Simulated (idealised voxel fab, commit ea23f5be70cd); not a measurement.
voxel gate over fins: a process module
170 nm wide, 5 nm square cells: that's cross-section cut.
How to read a cross-section here: the picture is a grid of square cells, written as bands going from the top down, and any band can span one or more rows of cells. For a band, the entry starts with two heights in nm, that of the top and then that of the bottom, and carries on with the band's materials in order from left to right, each alongside its width in nm; the word "full width" beside a single material means it fills the band edge to edge, and "empty" means empty space. We count height from 0. Below that, the starting wafer is all one material. The lowest band never ends at the bottom but goes on down; see "0 and below" for how that is written. Graded width ("30->40"): value in top row of band = first number; value in bottom row = second number; row-to-row change constant. "no change occurred" after a step means that no cell of the cross-section changed. Voids, fully enclosed: empty space of 8 cells or more with no open way to the top, each as width x height at its distance from the left edge, in nm. The remark found on a step's line after its settings is issued by the simulator itself and pertains to that step. "overlay nm" on a masked step: distance the mask lay right of its planned place, negative for left.

### Intended process steps
1) RECEIVE, material Si
2) CONFORMAL_DEP, material SiN, thk nm 5
3) DIRECTIONAL_DEP, material aC, thk nm 10
4) PATTERN, tone cover, mask id FINS, material resist, width nm 15, pitch nm 60, thk nm 25, overlay nm 0
5) DIRECTIONAL_ETCH, etch materials aC, depth nm 10
6) STRIP, etch materials resist
7) DIRECTIONAL_ETCH, etch materials SiN, depth nm 5
8) DIRECTIONAL_ETCH, etch materials Si, depth nm 30
9) STRIP, etch materials aC
10) OXIDIZE, depth nm 5
11) FILL_DEP, material SiO2, thk nm 5
12) CMP, height nm 5
13) DIRECTIONAL_DEP, material aC, thk nm 15
14) PATTERN, tone open, mask id RAIL, material resist, width nm 15, thk nm 30, overlay nm 0
15) DIRECTIONAL_ETCH, etch materials aC, depth nm 15
16) STRIP, etch materials resist
17) DIRECTIONAL_ETCH, etch materials SiO2, depth nm 30
18) STRIP, etch materials aC
19) CONFORMAL_DEP, material TiN, thk nm 5
20) FILL_DEP, material W, thk nm 10
21) CMP, height nm 5
22) SELECTIVE_ETCH, etch materials W Ru TiN, depth nm 25
23) FILL_DEP, material SiO2, thk nm 5
24) CMP, height nm 5
25) SELECTIVE_ETCH, etch materials SiO2, depth nm 20
26) STRIP, etch materials SiN
27) CONFORMAL_DEP, material HfO2, thk nm 5
28) CONFORMAL_DEP, material TiN, thk nm 5
29) FILL_DEP, material W, thk nm 10
30) CMP, height nm 15
31) CONFORMAL_DEP, material SiCN, thk nm 10
Don't read the plan's width nm for step 14 as applying to every wafer: that's the first wafer's value, and the wafers differ in it, though they all start identical.

### First of several wafers (as received, post step 1), cross-sectional view
	0 and below: Si full width
	Voids, fully enclosed: none

### Cross-sectional representation of the first of several wafers at the end of the module, i.e. after its terminal step, step 31
	25 down to 15: SiCN full width
	15 down to 10: W full width
	10 down to 5: W=10 / TiN=25 / W=35 / TiN=25 / W=35 / TiN=25 / W=15
	5 down to 0: W=10 / TiN=5 / HfO2=15 / TiN=5 / W=35 / TiN=5 / HfO2=15 / TiN=5 / W=35 / TiN=5 / HfO2=15 / TiN=5 / W=15
	0 down to -5: W=10 / TiN=5 / HfO2=5 / Si=5 / HfO2=5 / TiN=5 / W=35 / TiN=5 / HfO2=5 / Si=5 / HfO2=5 / TiN=5 / W=35 / TiN=5 / HfO2=5 / Si=5 / HfO2=5 / TiN=5 / W=15
	-5 down to -10: TiN=15 / HfO2=5 / Si=5 / HfO2=5 / TiN=45 / HfO2=5 / Si=5 / HfO2=5 / TiN=45 / HfO2=5 / Si=5 / HfO2=5 / TiN=20
	-10 down to -15: HfO2=20 / Si=5 / HfO2=55 / Si=5 / HfO2=55 / Si=5 / HfO2=25
	-15 down to -20: SiO2=20 / Si=5 / SiO2=55 / Si=5 / SiO2=55 / Si=5 / SiO2=25
	-20 down to -25: SiO2=20 / Si=5 / SiO2=20 / TiN=15 / SiO2=20 / Si=5 / SiO2=55 / Si=5 / SiO2=25
	-25 down to -35: SiO2=20 / Si=5 / SiO2=55 / Si=5 / SiO2=55 / Si=5 / SiO2=25
	-35 and below: Si full width
	Voids, fully enclosed: none

### Cross-section of the final wafer among several, taken at the end of the module
	25 down to 15: SiCN full width
	15 down to 10: W full width
	10 down to 5: W=10 / TiN=25 / W=35 / TiN=25 / W=35 / TiN=25 / W=15
	5 down to 0: W=10 / TiN=5 / HfO2=15 / TiN=5 / W=35 / TiN=5 / HfO2=15 / TiN=5 / W=35 / TiN=5 / HfO2=15 / TiN=5 / W=15
	0 down to -5: W=10 / TiN=5 / HfO2=5 / Si=5 / HfO2=5 / TiN=5 / W=35 / TiN=5 / HfO2=5 / Si=5 / HfO2=5 / TiN=5 / W=35 / TiN=5 / HfO2=5 / Si=5 / HfO2=5 / TiN=5 / W=15
	-5 down to -10: TiN=15 / HfO2=5 / Si=5 / HfO2=5 / TiN=45 / HfO2=5 / Si=5 / HfO2=5 / TiN=45 / HfO2=5 / Si=5 / HfO2=5 / TiN=20
	-10 down to -15: HfO2=20 / Si=5 / HfO2=55 / Si=5 / HfO2=55 / Si=5 / HfO2=25
	-15 down to -20: SiO2=20 / Si=5 / SiO2=55 / Si=5 / SiO2=55 / Si=5 / SiO2=25
	-20 down to -25: SiO2=20 / Si=5 / SiO2=15 / TiN=30 / SiO2=10 / Si=5 / SiO2=55 / Si=5 / SiO2=25
	-25 down to -35: SiO2=20 / Si=5 / SiO2=55 / Si=5 / SiO2=55 / Si=5 / SiO2=25
	-35 and below: Si full width
	Voids, fully enclosed: none

### Heads up, this table goes wafer by wafer. A row tells you, at the end of the module, how many cells of each material that wafer has put on (+) or dropped (-) since it was received, and then its closed voids
width nm 15, +52 HfO2, -217 Si, +68 SiCN, +121 SiO2, +55 TiN, +91 W, Voids, fully enclosed: none
width nm 20, +52 HfO2, -217 Si, +68 SiCN, +120 SiO2, +56 TiN, +91 W, Voids, fully enclosed: none
width nm 25, +52 HfO2, -217 Si, +68 SiCN, +119 SiO2, +57 TiN, +91 W, Voids, fully enclosed: none
width nm 30, +52 HfO2, -217 Si, +68 SiCN, +118 SiO2, +58 TiN, +91 W, Voids, fully enclosed: none
